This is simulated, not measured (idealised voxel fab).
Process module in this document: voxel lift off
Cross-section cut: width 240 nm, square cells of 5 nm.
Reading order for cross-sections: top band down to bottom band. Underlying form: a grid of square cells. Band size: one or more rows of cells.
Look at the band entry: it leads with the top's height and the bottom's height in nm. Then it lists the materials left to right, with a width in nm for each. The word "full width" on a single material says that material fills the band edge to edge. The word "blank" is empty space.
Heights are reckoned from 0. Under this level, the received wafer is all of one material. The bottommost band is open-ended downward, for example "0 nm and below".
It should be noted that a width expressed as "30..40" varies in equal increments from row to row of cells within the band, taking the value of the first number at the top row and that of the second number at the bottom row.
"left unchanged", as given for a step, is the statement that not any cell of the cross-section underwent a change during that step.
Empty spaces counting at least 8 cells and having no open way to the top are listed in "Closed internal cavities". The notation width x height at distance is used for each, the distance being from the left edge and all three values in nm.
Formally, on a step line, whatever follows the settings is a remark that the simulator itself makes on the step.
"overlay nm" denotes, for a step that has a mask, the displacement of the mask to the right of its planned place, with negative values corresponding to the left.

## Listed below are the process steps as planned
| 1 | RECEIVE [material Si] |
| 2 | CONFORMAL_DEP [material Al2O3] [thk nm 5] |
| 3 | PATTERN [tone open] [mask id LINES] [material resist] [width nm 25] [pitch nm 55] [thk nm 20] [overlay nm 0] |
| 4 | DIRECTIONAL_DEP [material Ru] [thk nm 5] |
| 5 | STRIP [etch materials resist] |
| 6 | CONFORMAL_DEP [material SiN] [thk nm 5] |
Be aware that, although all wafers share a common starting state, the thk nm at step 6 differs among them, and the plan displays the first wafer's value.

## First of several wafers, received after step 1, in cross-section
  0 nm and below | Si full width
  Closed internal cavities: none

## End of module, by wafer: material-by-material cell gain (+) or loss (-) since receipt, then closed voids
thk nm 5; +48 Al2O3; +10 Ru; +52 SiN; Closed internal cavities: none
thk nm 10; +48 Al2O3; +10 Ru; +104 SiN; Closed internal cavities: none
thk nm 15; +48 Al2O3; +10 Ru; +156 SiN; Closed internal cavities: none
thk nm 20; +48 Al2O3; +10 Ru; +206 SiN; Closed internal cavities: none
thk nm 25; +48 Al2O3; +10 Ru; +256 SiN; Closed internal cavities: none
